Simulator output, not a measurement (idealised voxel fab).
A process module follows: voxel wiring stack.
Displayed cross-section: cut, width of 240 nm, square cells sized 5 nm.
For the purposes of this document, a cross-section shall be understood as a grid of square cells, specified as bands listed in top-to-bottom order, each band consisting of one or more rows of cells.
Look at the band entry: it leads with the top's height and the bottom's height in nm. Then it lists the materials left to right, with a width in nm for each. The word "all across" on a single material says that material fills the band edge to edge. The word "empty" is empty space.
Ref level 0: as-received wafer is one material below here. Bottom band extends down with no lower bound ("0 down").
Width "30 to 40": first value at the band's top row of cells, second value at its bottom row, equal change from row to row.
No cell of the cross-section changed in a step that is given as "nothing was modified".
You'll see "Sealed void list" listing empty spaces that have no way open to the top, as long as they're 8 cells or more; the notation is width x height at distance, where the distance is from the left edge, and all of it is in nm.
Heads up: the bit after the settings on a step's line is the simulator's remark on that step.
"overlay nm" denotes, for a step that has a mask, the displacement of the mask to the right of its planned place, with negative values corresponding to the left.
Heads up before you read on: it's before/after pairs around one process step each, after side only down to the lowest band that changed, step plus settings under the pair. Pairs can be from different runs of this module, same starting wafer, so only chain a pair onto the one above if its "Ex-ante state" entry says so.
### Ex-ante state
75 to 70 = 55 nm TiN | 15 nm empty | 40 nm TiN | 15 nm empty | 40 nm TiN | 15 nm empty | 60 nm TiN
70 to 40 = 50 nm SiO2 | 5 nm TiN | 15 nm empty | 5 nm TiN | 30 nm SiO2 | 5 nm TiN | 15 nm empty | 5 nm TiN | 30 nm SiO2 | 5 nm TiN | 15 nm empty | 5 nm TiN | 55 nm SiO2
40 to 35 = 50 nm SiCN | 25 nm TiN | 30 nm SiCN | 25 nm TiN | 30 nm SiCN | 25 nm TiN | 55 nm SiCN
35 to 20 = 45 nm lowk | 5 nm SiCN | 25 nm Ru | 5 nm SiCN | 20 nm lowk | 5 nm SiCN | 25 nm Ru | 5 nm SiCN | 20 nm lowk | 5 nm SiCN | 25 nm Ru | 5 nm SiCN | 50 nm lowk
20 to 15 = 50 nm SiCN | 25 nm TiN | 30 nm SiCN | 25 nm TiN | 30 nm SiCN | 25 nm TiN | 55 nm SiCN
15 to 0 = SiO2 all across
0 down = Si all across
Sealed void list: none
### Resulting Structure
80 to 75 = Ru all across
75 to 70 = 55 nm TiN | 15 nm Ru | 40 nm TiN | 15 nm Ru | 40 nm TiN | 15 nm Ru | 60 nm TiN
70 to 40 = 50 nm SiO2 | 5 nm TiN | 15 nm Ru | 5 nm TiN | 30 nm SiO2 | 5 nm TiN | 15 nm Ru | 5 nm TiN | 30 nm SiO2 | 5 nm TiN | 15 nm Ru | 5 nm TiN | 55 nm SiO2
Lower than 40, everything is as it was.
Sealed void list: none
Between before and after above, the operation and settings are FILL_DEP [material Ru] [thk nm 5]
Ex-ante state: no separate figure, the pair right above already shows it after its step.
### Resulting Structure
70 to 40 = 50 nm SiO2 | 5 nm TiN | 15 nm Ru | 5 nm TiN | 30 nm SiO2 | 5 nm TiN | 15 nm Ru | 5 nm TiN | 30 nm SiO2 | 5 nm TiN | 15 nm Ru | 5 nm TiN | 55 nm SiO2
Lower than 40, everything is as it was.
Sealed void list: none
Between before and after above, the operation and settings are CMP [height nm 70]
Ex-ante state: no separate figure, the pair right above already shows it after its step.
### Resulting Structure
75 to 70 = SiCN all across
Lower than 70, everything is as it was.
Sealed void list: none
Between before and after above, the operation and settings are CONFORMAL_DEP [material SiCN] [thk nm 5]
### Ex-ante state
0 down = Si all across
Sealed void list: none
### Resulting Structure
5 to 0 = TiN all across
Lower than 0, everything is as it was.
Sealed void list: none
Between before and after above, the operation and settings are DIRECTIONAL_DEP [material TiN] [thk nm 5]
Ex-ante state: no separate figure, the pair right above already shows it after its step.
### Resulting Structure
20 to 5 = SiO2 all across
Lower than 5, everything is as it was.
Sealed void list: none
Between before and after above, the operation and settings are CONFORMAL_DEP [material SiO2] [thk nm 15]
Ex-ante state: no separate figure, the pair right above already shows it after its step.
### Resulting Structure
35 to 20 = Ru all across
Lower than 20, everything is as it was.
Sealed void list: none
Between before and after above, the operation and settings are DIRECTIONAL_DEP [material Ru] [thk nm 15]
Ex-ante state: no separate figure, the pair right above already shows it after its step.
### Resulting Structure
50 to 35 = 50 nm empty | 25 nm resist | 30 nm empty | 25 nm resist | 30 nm empty | 25 nm resist | 55 nm empty
Lower than 35, everything is as it was.
Sealed void list: none
Between before and after above, the operation and settings are PATTERN [tone cover] [mask id METAL_1] [material resist] [width nm 25] [pitch nm 55] [thk nm 15] [overlay nm 0]
Ex-ante state: no separate figure, the pair right above already shows it after its step.
### Resulting Structure
50 to 35 = 50 nm empty | 25 nm resist | 30 nm empty | 25 nm resist | 30 nm empty | 25 nm resist | 55 nm empty
35 to 20 = 50 nm empty | 25 nm Ru | 30 nm empty | 25 nm Ru | 30 nm empty | 25 nm Ru | 55 nm empty
Lower than 20, everything is as it was.
Sealed void list: none
Between before and after above, the operation and settings are DIRECTIONAL_ETCH [etch materials Ru] [depth nm 15]
Ex-ante state: no separate figure, the pair right above already shows it after its step.
### Resulting Structure
35 to 20 = 50 nm empty | 25 nm Ru | 30 nm empty | 25 nm Ru | 30 nm empty | 25 nm Ru | 55 nm empty
Lower than 20, everything is as it was.
Sealed void list: none
Between before and after above, the operation and settings are STRIP [etch materials resist]
Ex-ante state: no separate figure, the pair right above already shows it after its step.
### Resulting Structure
40 to 35 = 45 nm empty | 35 nm SiCN | 20 nm empty | 35 nm SiCN | 20 nm empty | 35 nm SiCN | 50 nm empty
35 to 25 = 45 nm empty | 5 nm SiCN | 25 nm Ru | 5 nm SiCN | 20 nm empty | 5 nm SiCN | 25 nm Ru | 5 nm SiCN | 20 nm empty | 5 nm SiCN | 25 nm Ru | 5 nm SiCN | 50 nm empty
25 to 20 = 50 nm SiCN | 25 nm Ru | 30 nm SiCN | 25 nm Ru | 30 nm SiCN | 25 nm Ru | 55 nm SiCN
Lower than 20, everything is as it was.
Sealed void list: none
Between before and after above, the operation and settings are CONFORMAL_DEP [material SiCN] [thk nm 5]
Ex-ante state: no separate figure, the pair right above already shows it after its step.
### Resulting Structure
45 to 40 = lowk all across
40 to 35 = 45 nm lowk | 35 nm SiCN | 20 nm lowk | 35 nm SiCN | 20 nm lowk | 35 nm SiCN | 50 nm lowk
35 to 25 = 45 nm lowk | 5 nm SiCN | 25 nm Ru | 5 nm SiCN | 20 nm lowk | 5 nm SiCN | 25 nm Ru | 5 nm SiCN | 20 nm lowk | 5 nm SiCN | 25 nm Ru | 5 nm SiCN | 50 nm lowk
Lower than 25, everything is as it was.
Sealed void list: none
Between before and after above, the operation and settings are FILL_DEP [material lowk] [thk nm 5]
Ex-ante state: no separate figure, the pair right above already shows it after its step.
### Resulting Structure
35 to 25 = 45 nm lowk | 5 nm SiCN | 25 nm Ru | 5 nm SiCN | 20 nm lowk | 5 nm SiCN | 25 nm Ru | 5 nm SiCN | 20 nm lowk | 5 nm SiCN | 25 nm Ru | 5 nm SiCN | 50 nm lowk
Lower than 25, everything is as it was.
Sealed void list: none
Between before and after above, the operation and settings are CMP [height nm 35]
Ex-ante state: no separate figure, the pair right above already shows it after its step.
### Resulting Structure
40 to 35 = SiCN all across
Lower than 35, everything is as it was.
Sealed void list: none
Between before and after above, the operation and settings are CONFORMAL_DEP [material SiCN] [thk nm 5]
Ex-ante state: no separate figure, the pair right above already shows it after its step.
### Resulting Structure
70 to 40 = SiO2 all across
Lower than 40, everything is as it was.
Sealed void list: none
Between before and after above, the operation and settings are DIRECTIONAL_DEP [material SiO2] [thk nm 30]
Ex-ante state: no separate figure, the pair right above already shows it after its step.
### Resulting Structure
80 to 70 = aC all across
Lower than 70, everything is as it was.
Sealed void list: none
Between before and after above, the operation and settings are DIRECTIONAL_DEP [material aC] [thk nm 10]
Ex-ante state: no separate figure, the pair right above already shows it after its step.
### Resulting Structure
105 to 80 = 50 nm resist | 15 nm empty | 40 nm resist | 15 nm empty | 40 nm resist | 15 nm empty | 65 nm resist
Lower than 80, everything is as it was.
Sealed void list: none
Between before and after above, the operation and settings are PATTERN [tone open] [mask id METAL_2_HOLES] [material resist] [width nm 15] [pitch nm 55] [thk nm 25] [overlay nm 0]
Ex-ante state: no separate figure, the pair right above already shows it after its step.
### Resulting Structure
95 to 80 = 50 nm resist | 15 nm empty | 40 nm resist | 15 nm empty | 40 nm resist | 15 nm empty | 65 nm resist
80 to 70 = 50 nm aC | 15 nm empty | 40 nm aC | 15 nm empty | 40 nm aC | 15 nm empty | 65 nm aC
Lower than 70, everything is as it was.
Sealed void list: none
Between before and after above, the operation and settings are DIRECTIONAL_ETCH [etch materials aC] [depth nm 10]
Ex-ante state: no separate figure, the pair right above already shows it after its step.
### Resulting Structure
80 to 70 = 50 nm aC | 15 nm empty | 40 nm aC | 15 nm empty | 40 nm aC | 15 nm empty | 65 nm aC
Lower than 70, everything is as it was.
Sealed void list: none
Between before and after above, the operation and settings are STRIP [etch materials resist]
Ex-ante state: no separate figure, the pair right above already shows it after its step.
### Resulting Structure
80 to 70 = 50 nm aC | 15 nm empty | 40 nm aC | 15 nm empty | 40 nm aC | 15 nm empty | 65 nm aC
70 to 40 = 50 nm SiO2 | 15 nm empty | 40 nm SiO2 | 15 nm empty | 40 nm SiO2 | 15 nm empty | 65 nm SiO2
Lower than 40, everything is as it was.
Sealed void list: none
Between before and after above, the operation and settings are DIRECTIONAL_ETCH [etch materials SiO2] [depth nm 30]
Ex-ante state: no separate figure, the pair right above already shows it after its step.
### Resulting Structure
70 to 40 = 50 nm SiO2 | 15 nm empty | 40 nm SiO2 | 15 nm empty | 40 nm SiO2 | 15 nm empty | 65 nm SiO2
Lower than 40, everything is as it was.
Sealed void list: none
Between before and after above, the operation and settings are STRIP [etch materials aC]
Ex-ante state: no separate figure, the pair right above already shows it after its step.
### Resulting Structure
85 to 70 = 50 nm aC | 15 nm empty | 40 nm aC | 15 nm empty | 40 nm aC | 15 nm empty | 65 nm aC
70 to 55 = 50 nm SiO2 | 15 nm empty | 40 nm SiO2 | 15 nm empty | 40 nm SiO2 | 15 nm empty | 65 nm SiO2
55 to 40 = 50 nm SiO2 | 15 nm aC | 40 nm SiO2 | 15 nm aC | 40 nm SiO2 | 15 nm aC | 65 nm SiO2
Lower than 40, everything is as it was.
Sealed void list: none
Between before and after above, the operation and settings are DIRECTIONAL_DEP [material aC] [thk nm 15]
Ex-ante state: no separate figure, the pair right above already shows it after its step.
### Resulting Structure
120 to 85 = 50 nm resist | 25 nm empty | 30 nm resist | 25 nm empty | 30 nm resist | 25 nm empty | 55 nm resist
Lower than 85, everything is as it was.
Sealed void list: none
Between before and after above, the operation and settings are PATTERN [tone open] [mask id METAL_2] [material resist] [width nm 25] [pitch nm 55] [thk nm 35] [overlay nm 0]
Ex-ante state: no separate figure, the pair right above already shows it after its step.
### Resulting Structure
105 to 85 = 50 nm resist | 25 nm empty | 30 nm resist | 25 nm empty | 30 nm resist | 25 nm empty | 55 nm resist
85 to 70 = 50 nm aC | 25 nm empty | 30 nm aC | 25 nm empty | 30 nm aC | 25 nm empty | 55 nm aC
70 to 40 = 50 nm SiO2 | 15 nm empty | 40 nm SiO2 | 15 nm empty | 40 nm SiO2 | 15 nm empty | 65 nm SiO2
Lower than 40, everything is as it was.
Sealed void list: none
Between before and after above, the operation and settings are DIRECTIONAL_ETCH [etch materials aC] [depth nm 15]
Ex-ante state: no separate figure, the pair right above already shows it after its step.
### Resulting Structure
85 to 70 = 50 nm aC | 25 nm empty | 30 nm aC | 25 nm empty | 30 nm aC | 25 nm empty | 55 nm aC
Lower than 70, everything is as it was.
Sealed void list: none
Between before and after above, the operation and settings are STRIP [etch materials resist]
Ex-ante state: no separate figure, the pair right above already shows it after its step.
### Resulting Structure
85 to 70 = 50 nm aC | 25 nm empty | 30 nm aC | 25 nm empty | 30 nm aC | 25 nm empty | 55 nm aC
70 to 55 = 50 nm SiO2 | 25 nm empty | 30 nm SiO2 | 25 nm empty | 30 nm SiO2 | 25 nm empty | 55 nm SiO2
Lower than 55, everything is as it was.
Sealed void list: none
Between before and after above, the operation and settings are DIRECTIONAL_ETCH [etch materials SiO2] [depth nm 15]
Ex-ante state: no separate figure, the pair right above already shows it after its step.
### Resulting Structure
85 to 70 = 50 nm aC | 25 nm empty | 30 nm aC | 25 nm empty | 30 nm aC | 25 nm empty | 55 nm aC
70 to 55 = 50 nm SiO2 | 25 nm empty | 30 nm SiO2 | 25 nm empty | 30 nm SiO2 | 25 nm empty | 55 nm SiO2
55 to 40 = 50 nm SiO2 | 15 nm empty | 40 nm SiO2 | 15 nm empty | 40 nm SiO2 | 15 nm empty | 65 nm SiO2
40 to 35 = 50 nm SiCN | 15 nm empty | 40 nm SiCN | 15 nm empty | 40 nm SiCN | 15 nm empty | 65 nm SiCN
Lower than 35, everything is as it was.
Sealed void list: none
Between before and after above, the operation and settings are DIRECTIONAL_ETCH [etch materials SiCN] [depth nm 5]
Ex-ante state: no separate figure, the pair right above already shows it after its step.
### Resulting Structure
70 to 55 = 50 nm SiO2 | 25 nm empty | 30 nm SiO2 | 25 nm empty | 30 nm SiO2 | 25 nm empty | 55 nm SiO2
Lower than 55, everything is as it was.
Sealed void list: none
Between before and after above, the operation and settings are STRIP [etch materials aC]
Ex-ante state: no separate figure, the pair right above already shows it after its step.
### Resulting Structure
75 to 70 = 55 nm TiN | 15 nm empty | 40 nm TiN | 15 nm empty | 40 nm TiN | 15 nm empty | 60 nm TiN
70 to 60 = 50 nm SiO2 | 5 nm TiN | 15 nm empty | 5 nm TiN | 30 nm SiO2 | 5 nm TiN | 15 nm empty | 5 nm TiN | 30 nm SiO2 | 5 nm TiN | 15 nm empty | 5 nm TiN | 55 nm SiO2
60 to 55 = 50 nm SiO2 | 5 nm TiN | 5 nm empty | 15 nm TiN | 30 nm SiO2 | 5 nm TiN | 5 nm empty | 15 nm TiN | 30 nm SiO2 | 5 nm TiN | 5 nm empty | 15 nm TiN | 55 nm SiO2
55 to 40 = 50 nm SiO2 | 5 nm TiN | 5 nm empty | 5 nm TiN | 40 nm SiO2 | 5 nm TiN | 5 nm empty | 5 nm TiN | 40 nm SiO2 | 5 nm TiN | 5 nm empty | 5 nm TiN | 65 nm SiO2
40 to 35 = 50 nm SiCN | 15 nm TiN | 40 nm SiCN | 15 nm TiN | 40 nm SiCN | 15 nm TiN | 65 nm SiCN
Lower than 35, everything is as it was.
Sealed void list: none
Between before and after above, the operation and settings are CONFORMAL_DEP [material TiN] [thk nm 5]
Ex-ante state: no separate figure, the pair right above already shows it after its step.
### Resulting Structure
80 to 75 = Ru all across
75 to 70 = 55 nm TiN | 15 nm Ru | 40 nm TiN | 15 nm Ru | 40 nm TiN | 15 nm Ru | 60 nm TiN
70 to 60 = 50 nm SiO2 | 5 nm TiN | 15 nm Ru | 5 nm TiN | 30 nm SiO2 | 5 nm TiN | 15 nm Ru | 5 nm TiN | 30 nm SiO2 | 5 nm TiN | 15 nm Ru | 5 nm TiN | 55 nm SiO2
60 to 55 = 50 nm SiO2 | 5 nm TiN | 5 nm Ru | 15 nm TiN | 30 nm SiO2 | 5 nm TiN | 5 nm Ru | 15 nm TiN | 30 nm SiO2 | 5 nm TiN | 5 nm Ru | 15 nm TiN | 55 nm SiO2
55 to 40 = 50 nm SiO2 | 5 nm TiN | 5 nm Ru | 5 nm TiN | 40 nm SiO2 | 5 nm TiN | 5 nm Ru | 5 nm TiN | 40 nm SiO2 | 5 nm TiN | 5 nm Ru | 5 nm TiN | 65 nm SiO2
Lower than 40, everything is as it was.
Sealed void list: none
Between before and after above, the operation and settings are FILL_DEP [material Ru] [thk nm 5]
Ex-ante state: no separate figure, the pair right above already shows it after its step.
### Resulting Structure
70 to 60 = 50 nm SiO2 | 5 nm TiN | 15 nm Ru | 5 nm TiN | 30 nm SiO2 | 5 nm TiN | 15 nm Ru | 5 nm TiN | 30 nm SiO2 | 5 nm TiN | 15 nm Ru | 5 nm TiN | 55 nm SiO2
Lower than 60, everything is as it was.
Sealed void list: none
Between before and after above, the operation and settings are CMP [height nm 70]
Ex-ante state: no separate figure, the pair right above already shows it after its step.
### Resulting Structure
75 to 70 = SiCN all across
Lower than 70, everything is as it was.
Sealed void list: none
Between before and after above, the operation and settings are CONFORMAL_DEP [material SiCN] [thk nm 5]
### Ex-ante state
20 to 15 = TiN all across
15 to 0 = SiO2 all across
0 down = Si all across
Sealed void list: none
### Resulting Structure
30 to 20 = Ru all across
Lower than 20, everything is as it was.
Sealed void list: none
Between before and after above, the operation and settings are DIRECTIONAL_DEP [material Ru] [thk nm 10]
Ex-ante state: no separate figure, the pair right above already shows it after its step.
### Resulting Structure
45 to 30 = 50 nm empty | 25 nm resist | 30 nm empty | 25 nm resist | 30 nm empty | 25 nm resist | 55 nm empty
Lower than 30, everything is as it was.
Sealed void list: none
Between before and after above, the operation and settings are PATTERN [tone cover] [mask id METAL_1] [material resist] [width nm 25] [pitch nm 55] [thk nm 15] [overlay nm 0]
Ex-ante state: no separate figure, the pair right above already shows it after its step.
### Resulting Structure
45 to 30 = 50 nm empty | 25 nm resist | 30 nm empty | 25 nm resist | 30 nm empty | 25 nm resist | 55 nm empty
30 to 20 = 50 nm empty | 25 nm Ru | 30 nm empty | 25 nm Ru | 30 nm empty | 25 nm Ru | 55 nm empty
Lower than 20, everything is as it was.
Sealed void list: none
Between before and after above, the operation and settings are DIRECTIONAL_ETCH [etch materials Ru] [depth nm 15]
Ex-ante state: no separate figure, the pair right above already shows it after its step.
### Resulting Structure
45 to 30 = 50 nm empty | 25 nm resist | 30 nm empty | 25 nm resist | 30 nm empty | 25 nm resist | 55 nm empty
30 to 20 = 50 nm empty | 25 nm Ru | 30 nm empty | 25 nm Ru | 30 nm empty | 25 nm Ru | 55 nm empty
20 to 15 = 50 nm empty | 25 nm TiN | 30 nm empty | 25 nm TiN | 30 nm empty | 25 nm TiN | 55 nm empty
Lower than 15, everything is as it was.
Sealed void list: none
Between before and after above, the operation and settings are DIRECTIONAL_ETCH [etch materials TiN] [depth nm 5]
Ex-ante state: no separate figure, the pair right above already shows it after its step.
### Resulting Structure
30 to 20 = 50 nm empty | 25 nm Ru | 30 nm empty | 25 nm Ru | 30 nm empty | 25 nm Ru | 55 nm empty
Lower than 20, everything is as it was.
Sealed void list: none
Between before and after above, the operation and settings are STRIP [etch materials resist]
Ex-ante state: no separate figure, the pair right above already shows it after its step.
### Resulting Structure
35 to 30 = 45 nm empty | 35 nm SiCN | 20 nm empty | 35 nm SiCN | 20 nm empty | 35 nm SiCN | 50 nm empty
30 to 20 = 45 nm empty | 5 nm SiCN | 25 nm Ru | 5 nm SiCN | 20 nm empty | 5 nm SiCN | 25 nm Ru | 5 nm SiCN | 20 nm empty | 5 nm SiCN | 25 nm Ru | 5 nm SiCN | 50 nm empty
20 to 15 = 50 nm SiCN | 25 nm TiN | 30 nm SiCN | 25 nm TiN | 30 nm SiCN | 25 nm TiN | 55 nm SiCN
Lower than 15, everything is as it was.
Sealed void list: none
Between before and after above, the operation and settings are CONFORMAL_DEP [material SiCN] [thk nm 5]
Ex-ante state: no separate figure, the pair right above already shows it after its step.
### Resulting Structure
40 to 35 = lowk all across
35 to 30 = 45 nm lowk | 35 nm SiCN | 20 nm lowk | 35 nm SiCN | 20 nm lowk | 35 nm SiCN | 50 nm lowk
30 to 20 = 45 nm lowk | 5 nm SiCN | 25 nm Ru | 5 nm SiCN | 20 nm lowk | 5 nm SiCN | 25 nm Ru | 5 nm SiCN | 20 nm lowk | 5 nm SiCN | 25 nm Ru | 5 nm SiCN | 50 nm lowk
Lower than 20, everything is as it was.
Sealed void list: none
Between before and after above, the operation and settings are FILL_DEP [material lowk] [thk nm 5]
Ex-ante state: no separate figure, the pair right above already shows it after its step.
### Resulting Structure
35 to 30 = 45 nm lowk | 35 nm SiCN | 20 nm lowk | 35 nm SiCN | 20 nm lowk | 35 nm SiCN | 50 nm lowk
Lower than 30, everything is as it was.
Sealed void list: none
Between before and after above, the operation and settings are CMP [height nm 35]
Ex-ante state: no separate figure, the pair right above already shows it after its step.
### Resulting Structure
40 to 35 = SiCN all across
Lower than 35, everything is as it was.
Sealed void list: none
Between before and after above, the operation and settings are CONFORMAL_DEP [material SiCN] [thk nm 5]
Ex-ante state: no separate figure, the pair right above already shows it after its step.
### Resulting Structure
70 to 40 = SiO2 all across
Lower than 40, everything is as it was.
Sealed void list: none
Between before and after above, the operation and settings are DIRECTIONAL_DEP [material SiO2] [thk nm 30]
Ex-ante state: no separate figure, the pair right above already shows it after its step.
### Resulting Structure
80 to 70 = aC all across
Lower than 70, everything is as it was.
Sealed void list: none
Between before and after above, the operation and settings are DIRECTIONAL_DEP [material aC] [thk nm 10]
Ex-ante state: no separate figure, the pair right above already shows it after its step.
### Resulting Structure
105 to 80 = 50 nm resist | 15 nm empty | 40 nm resist | 15 nm empty | 40 nm resist | 15 nm empty | 65 nm resist
Lower than 80, everything is as it was.
Sealed void list: none
Between before and after above, the operation and settings are PATTERN [tone open] [mask id METAL_2_HOLES] [material resist] [width nm 15] [pitch nm 55] [thk nm 25] [overlay nm 0]
Ex-ante state: no separate figure, the pair right above already shows it after its step.
### Resulting Structure
95 to 80 = 50 nm resist | 15 nm empty | 40 nm resist | 15 nm empty | 40 nm resist | 15 nm empty | 65 nm resist
80 to 70 = 50 nm aC | 15 nm empty | 40 nm aC | 15 nm empty | 40 nm aC | 15 nm empty | 65 nm aC
Lower than 70, everything is as it was.
Sealed void list: none
Between before and after above, the operation and settings are DIRECTIONAL_ETCH [etch materials aC] [depth nm 10]
Ex-ante state: no separate figure, the pair right above already shows it after its step.
### Resulting Structure
80 to 70 = 50 nm aC | 15 nm empty | 40 nm aC | 15 nm empty | 40 nm aC | 15 nm empty | 65 nm aC
Lower than 70, everything is as it was.
Sealed void list: none
Between before and after above, the operation and settings are STRIP [etch materials resist]
Ex-ante state: no separate figure, the pair right above already shows it after its step.
### Resulting Structure
80 to 70 = 50 nm aC | 15 nm empty | 40 nm aC | 15 nm empty | 40 nm aC | 15 nm empty | 65 nm aC
70 to 40 = 50 nm SiO2 | 15 nm empty | 40 nm SiO2 | 15 nm empty | 40 nm SiO2 | 15 nm empty | 65 nm SiO2
Lower than 40, everything is as it was.
Sealed void list: none
Between before and after above, the operation and settings are DIRECTIONAL_ETCH [etch materials SiO2] [depth nm 30]
Ex-ante state: no separate figure, the pair right above already shows it after its step.
### Resulting Structure
70 to 40 = 50 nm SiO2 | 15 nm empty | 40 nm SiO2 | 15 nm empty | 40 nm SiO2 | 15 nm empty | 65 nm SiO2
Lower than 40, everything is as it was.
Sealed void list: none
Between before and after above, the operation and settings are STRIP [etch materials aC]
Ex-ante state: no separate figure, the pair right above already shows it after its step.
### Resulting Structure
85 to 70 = 50 nm aC | 15 nm empty | 40 nm aC | 15 nm empty | 40 nm aC | 15 nm empty | 65 nm aC
70 to 55 = 50 nm SiO2 | 15 nm empty | 40 nm SiO2 | 15 nm empty | 40 nm SiO2 | 15 nm empty | 65 nm SiO2
55 to 40 = 50 nm SiO2 | 15 nm aC | 40 nm SiO2 | 15 nm aC | 40 nm SiO2 | 15 nm aC | 65 nm SiO2
Lower than 40, everything is as it was.
Sealed void list: none
Between before and after above, the operation and settings are DIRECTIONAL_DEP [material aC] [thk nm 15]
Ex-ante state: no separate figure, the pair right above already shows it after its step.
### Resulting Structure
120 to 85 = 50 nm resist | 25 nm empty | 30 nm resist | 25 nm empty | 30 nm resist | 25 nm empty | 55 nm resist
Lower than 85, everything is as it was.
Sealed void list: none
Between before and after above, the operation and settings are PATTERN [tone open] [mask id METAL_2] [material resist] [width nm 25] [pitch nm 55] [thk nm 35] [overlay nm 0]
Ex-ante state: no separate figure, the pair right above already shows it after its step.
### Resulting Structure
105 to 85 = 50 nm resist | 25 nm empty | 30 nm resist | 25 nm empty | 30 nm resist | 25 nm empty | 55 nm resist
85 to 70 = 50 nm aC | 25 nm empty | 30 nm aC | 25 nm empty | 30 nm aC | 25 nm empty | 55 nm aC
70 to 40 = 50 nm SiO2 | 15 nm empty | 40 nm SiO2 | 15 nm empty | 40 nm SiO2 | 15 nm empty | 65 nm SiO2
Lower than 40, everything is as it was.
Sealed void list: none
Between before and after above, the operation and settings are DIRECTIONAL_ETCH [etch materials aC] [depth nm 15]
Ex-ante state: no separate figure, the pair right above already shows it after its step.
### Resulting Structure
85 to 70 = 50 nm aC | 25 nm empty | 30 nm aC | 25 nm empty | 30 nm aC | 25 nm empty | 55 nm aC
Lower than 70, everything is as it was.
Sealed void list: none
Between before and after above, the operation and settings are STRIP [etch materials resist]
Ex-ante state: no separate figure, the pair right above already shows it after its step.
### Resulting Structure
85 to 70 = 50 nm aC | 25 nm empty | 30 nm aC | 25 nm empty | 30 nm aC | 25 nm empty | 55 nm aC
70 to 55 = 50 nm SiO2 | 25 nm empty | 30 nm SiO2 | 25 nm empty | 30 nm SiO2 | 25 nm empty | 55 nm SiO2
Lower than 55, everything is as it was.
Sealed void list: none
Between before and after above, the operation and settings are DIRECTIONAL_ETCH [etch materials SiO2] [depth nm 15]
Ex-ante state: no separate figure, the pair right above already shows it after its step.
### Resulting Structure
85 to 70 = 50 nm aC | 25 nm empty | 30 nm aC | 25 nm empty | 30 nm aC | 25 nm empty | 55 nm aC
70 to 55 = 50 nm SiO2 | 25 nm empty | 30 nm SiO2 | 25 nm empty | 30 nm SiO2 | 25 nm empty | 55 nm SiO2
55 to 40 = 50 nm SiO2 | 15 nm empty | 40 nm SiO2 | 15 nm empty | 40 nm SiO2 | 15 nm empty | 65 nm SiO2
40 to 35 = 50 nm SiCN | 15 nm empty | 40 nm SiCN | 15 nm empty | 40 nm SiCN | 15 nm empty | 65 nm SiCN
Lower than 35, everything is as it was.
Sealed void list: none
Between before and after above, the operation and settings are DIRECTIONAL_ETCH [etch materials SiCN] [depth nm 5]
Ex-ante state: no separate figure, the pair right above already shows it after its step.
### Resulting Structure
70 to 55 = 50 nm SiO2 | 25 nm empty | 30 nm SiO2 | 25 nm empty | 30 nm SiO2 | 25 nm empty | 55 nm SiO2
Lower than 55, everything is as it was.
Sealed void list: none
Between before and after above, the operation and settings are STRIP [etch materials aC]
Ex-ante state: no separate figure, the pair right above already shows it after its step.
### Resulting Structure
75 to 70 = 55 nm TiN | 15 nm empty | 40 nm TiN | 15 nm empty | 40 nm TiN | 15 nm empty | 60 nm TiN
70 to 60 = 50 nm SiO2 | 5 nm TiN | 15 nm empty | 5 nm TiN | 30 nm SiO2 | 5 nm TiN | 15 nm empty | 5 nm TiN | 30 nm SiO2 | 5 nm TiN | 15 nm empty | 5 nm TiN | 55 nm SiO2
60 to 55 = 50 nm SiO2 | 5 nm TiN | 5 nm empty | 15 nm TiN | 30 nm SiO2 | 5 nm TiN | 5 nm empty | 15 nm TiN | 30 nm SiO2 | 5 nm TiN | 5 nm empty | 15 nm TiN | 55 nm SiO2
55 to 40 = 50 nm SiO2 | 5 nm TiN | 5 nm empty | 5 nm TiN | 40 nm SiO2 | 5 nm TiN | 5 nm empty | 5 nm TiN | 40 nm SiO2 | 5 nm TiN | 5 nm empty | 5 nm TiN | 65 nm SiO2
40 to 35 = 50 nm SiCN | 15 nm TiN | 40 nm SiCN | 15 nm TiN | 40 nm SiCN | 15 nm TiN | 65 nm SiCN
Lower than 35, everything is as it was.
Sealed void list: none
Between before and after above, the operation and settings are CONFORMAL_DEP [material TiN] [thk nm 5]
Ex-ante state: no separate figure, the pair right above already shows it after its step.
### Resulting Structure
80 to 75 = Ru all across
75 to 70 = 55 nm TiN | 15 nm Ru | 40 nm TiN | 15 nm Ru | 40 nm TiN | 15 nm Ru | 60 nm TiN
70 to 60 = 50 nm SiO2 | 5 nm TiN | 15 nm Ru | 5 nm TiN | 30 nm SiO2 | 5 nm TiN | 15 nm Ru | 5 nm TiN | 30 nm SiO2 | 5 nm TiN | 15 nm Ru | 5 nm TiN | 55 nm SiO2
60 to 55 = 50 nm SiO2 | 5 nm TiN | 5 nm Ru | 15 nm TiN | 30 nm SiO2 | 5 nm TiN | 5 nm Ru | 15 nm TiN | 30 nm SiO2 | 5 nm TiN | 5 nm Ru | 15 nm TiN | 55 nm SiO2
55 to 40 = 50 nm SiO2 | 5 nm TiN | 5 nm Ru | 5 nm TiN | 40 nm SiO2 | 5 nm TiN | 5 nm Ru | 5 nm TiN | 40 nm SiO2 | 5 nm TiN | 5 nm Ru | 5 nm TiN | 65 nm SiO2
Lower than 40, everything is as it was.
Sealed void list: none
Between before and after above, the operation and settings are FILL_DEP [material Ru] [thk nm 5]
Ex-ante state: no separate figure, the pair right above already shows it after its step.
### Resulting Structure
70 to 60 = 50 nm SiO2 | 5 nm TiN | 15 nm Ru | 5 nm TiN | 30 nm SiO2 | 5 nm TiN | 15 nm Ru | 5 nm TiN | 30 nm SiO2 | 5 nm TiN | 15 nm Ru | 5 nm TiN | 55 nm SiO2
Lower than 60, everything is as it was.
Sealed void list: none
Between before and after above, the operation and settings are CMP [height nm 70]
Ex-ante state: no separate figure, the pair right above already shows it after its step.
### Resulting Structure
75 to 70 = SiCN all across
Lower than 70, everything is as it was.
Sealed void list: none
Between before and after above, the operation and settings are CONFORMAL_DEP [material SiCN] [thk nm 5]
### Ex-ante state
35 to 20 = Ru all across
20 to 15 = TiN all across
15 to 0 = SiO2 all across
0 down = Si all across
Sealed void list: none
### Resulting Structure
50 to 35 = 55 nm empty | 20 nm resist | 35 nm empty | 20 nm resist | 35 nm empty | 20 nm resist | 55 nm empty
Lower than 35, everything is as it was.
Sealed void list: none
Between before and after above, the operation and settings are PATTERN [tone cover] [mask id METAL_1] [material resist] [width nm 20] [pitch nm 55] [thk nm 15] [overlay nm 0]
Ex-ante state: no separate figure, the pair right above already shows it after its step.
### Resulting Structure
50 to 35 = 55 nm empty | 20 nm resist | 35 nm empty | 20 nm resist | 35 nm empty | 20 nm resist | 55 nm empty
35 to 20 = 55 nm empty | 20 nm Ru | 35 nm empty | 20 nm Ru | 35 nm empty | 20 nm Ru | 55 nm empty
Lower than 20, everything is as it was.
Sealed void list: none
Between before and after above, the operation and settings are DIRECTIONAL_ETCH [etch materials Ru] [depth nm 15]
